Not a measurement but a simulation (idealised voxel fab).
Herein follows the process module entitled voxel self aligned contacts.
240 nm wide, 5 nm square cells: that's cross-section cut.
A cross-section is a grid of square cells, given in bands from the top down. A band is one or more rows of cells. In this notation a band is specified by the heights of its top and bottom, in that order and in nm, after which its materials appear from left to right, each paired with its width in nm. The word "full width" attached to a single material means that material fills the band from edge to edge; the word "air" stands for empty space. All heights in this document are referenced to 0, defined as the level beneath which the wafer, as received, consists entirely of one material. The lowest band is not bounded below; it extends indefinitely downward and is written in the form "z 0 and below". The width entry "30 to 40" should be interpreted row by row: the top row of cells in the band takes the first number, the bottom row takes the second number, and the change between adjacent rows is uniform throughout. Basically "no change occurred" means that step didn't change any cell in the cross-section. Sealed cavities: empty space of 8 cells or more with no open way to the top, each as width x height at its distance from the left edge, in nm. It should be noted that, on the line of a given step, the content following the step's settings is a remark produced by the simulator itself with respect to that step. overlay nm: how far to the right of its planned place the mask lay on this masked step (negative: to the left).
The process steps that were planned are listed below
1) RECEIVE: material Si
2) OXIDIZE: depth nm 5
3) DIRECTIONAL_DEP: material polySi, thk nm 30
4) DIRECTIONAL_DEP: material SiN, thk nm 20
5) DIRECTIONAL_DEP: material aC, thk nm 10
6) PATTERN: tone cover, mask id GATE, material resist, width nm 25, pitch nm 65, thk nm 30, overlay nm 0
7) DIRECTIONAL_ETCH: etch materials aC, depth nm 10
8) STRIP: etch materials resist
9) DIRECTIONAL_ETCH: etch materials SiN, depth nm 20
10) DIRECTIONAL_ETCH: etch materials polySi, depth nm 30
11) STRIP: etch materials aC
12) CONFORMAL_DEP: material SiN, thk nm 10
13) DIRECTIONAL_ETCH: etch materials SiN, depth nm 10
14) FILL_DEP: material SiO2, thk nm 15
15) CMP: height nm 60
16) DIRECTIONAL_DEP: material aC, thk nm 10
17) PATTERN: tone open, mask id CONTACT, material resist, width nm 50, thk nm 25, overlay nm 0
18) DIRECTIONAL_ETCH: etch materials aC, depth nm 10
19) STRIP: etch materials resist
20) DIRECTIONAL_ETCH: etch materials SiO2, depth nm 65
21) STRIP: etch materials aC
22) CONFORMAL_DEP: material TiN, thk nm 5
23) FILL_DEP: material W, thk nm 5
24) CMP: height nm 60
25) CONFORMAL_DEP: material SiN, thk nm 5
Received-state cross-section, reflecting completion of step 1
> z 0 and below: Si full width
> Sealed cavities: none
Sectioned view, first of two wafers, at the close of the module, processed as intended in the plan
> z 65 to 60: SiN full width
> z 60 to 50: 95 of SiO2; 5 to 20 of TiN; 40 to 10 of W; 5 to 20 of TiN; 95 of SiO2
> z 50 to 30: 65 of SiO2; 45 of SiN; 5 of TiN; 10 of W; 5 of TiN; 45 of SiN; 65 of SiO2
> z 30 to 0: 65 of SiO2; 10 of SiN; 25 of polySi; 10 of SiN; 5 of TiN; 10 of W; 5 of TiN; 10 of SiN; 25 of polySi; 10 of SiN; 65 of SiO2
> z 0 to -5: 110 of SiO2; 20 of TiN; 110 of SiO2
> z -5 and below: Si full width
> Sealed cavities: none
What the second wafer looks like in cross-section once the module is done. Its start and its plan matched the first wafer's exactly; what differed was one mistake in how it was run
> z 65 to 60: SiN full width
> z 60 to 55: 65 of SiO2; 45 of SiN; 5 of TiN; 10 of W; 5 of TiN; 45 of SiN; 65 of SiO2
> z 55 to 50: 65 of SiO2; 45 of SiN; 20 of TiN; 45 of SiN; 65 of SiO2
> z 50 to 30: SiN full width
> z 30 to 0: polySi full width
> z 0 to -5: SiO2 full width
> z -5 and below: Si full width
> Sealed cavities: none
What was done differently from what was planned? step 4 was run twice
The final cell counts differ between the wafers, with the second having more or fewer of some materials than the first: 108 more of SiN | 280 fewer of SiO2 | 28 fewer of TiN | 28 fewer of W | 228 more of polySi
